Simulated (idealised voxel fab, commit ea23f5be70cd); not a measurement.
process module | voxel ribs on slabs
cross-section cut | 295 nm wide | cells 5 nm
A cross-section is a grid of square cells, given in bands from the top down. A band is one or more rows of cells.
Each band's line starts with the height of the band's top and of its bottom, in nm. Then come its materials from left to right, each with its width in nm. One material with "throughout" fills the band from edge to edge. "air" is empty space.
Height 0 is the level under which the wafer as received is all one material. The lowest band goes on downwards, as in "0 down".
A width such as "30 to 40" changes by the same amount from each row of cells to the next, from the band's top row to its bottom row.
"no change" after a step means that no cell of the cross-section changed.
closed voids: empty space of 8 cells or more with no open way to the top, each as width x height at its distance from the left edge, in nm
after a step's settings: what the simulator itself notes on the step
overlay nm, on a step with a mask: how far to the right of its planned place the mask lay; to the left if negative
plan
1 op RECEIVE | material Si
2 op DIRECTIONAL_DEP | material SiO2 | thk nm 30
3 op DIRECTIONAL_DEP | material SiN | thk nm 15
4 op PATTERN | tone cover | mask id RIB | material resist | width nm 15 | thk nm 20 | overlay nm 0
5 op DIRECTIONAL_ETCH | etch materials SiN | depth nm 10
6 op STRIP | etch materials resist
7 op MASKED_ETCH | tone cover | mask id SLAB | width nm 75 | etch materials SiN | depth nm 5 | overlay nm 0
8 op FILL_DEP | material SiO2 | thk nm 25
9 op CMP | height nm 65
10 op DIRECTIONAL_DEP | material W | thk nm 10
11 op DIRECTIONAL_DEP | material aC | thk nm 15
12 op PATTERN | tone cover | mask id HEATER | material resist | width nm 25 | thk nm 35 | overlay nm 0
13 op DIRECTIONAL_ETCH | etch materials aC | depth nm 15
14 op STRIP | etch materials resist
15 op DIRECTIONAL_ETCH | etch materials W | depth nm 10
16 op STRIP | etch materials aC
17 op CONFORMAL_DEP | material SiO2 | thk nm 5
as received, after step 1
  0 down: Si throughout
  closed voids: none
first wafer at the end, as planned
  80 to 75: air 130 | SiO2 35 | air 130
  75 to 70: air 130 | SiO2 5 | W 25 | SiO2 5 | air 130
  70 to 65: SiO2 135 | W 25 | SiO2 135
  65 to 45: SiO2 throughout
  45 to 35: SiO2 140 | SiN 15 | SiO2 140
  35 to 30: SiO2 110 | SiN 75 | SiO2 110
  30 to 0: SiO2 throughout
  0 down: Si throughout
  closed voids: none
second wafer at the end: like start, like plan, one mistake
  80 to 75: air 130 | SiO2 35 | air 130
  75 to 70: air 130 | SiO2 5 | W 25 | SiO2 5 | air 130
  70 to 65: SiO2 135 | W 25 | SiO2 135
  65 to 60: SiO2 110 | SiN 75 | SiO2 110
  60 to 0: SiO2 throughout
  0 down: Si throughout
  closed voids: none
what went wrong: step 2 was run twice
at the end the second wafer has, in cells: 6 fewer of SiN | 6 more of SiO2
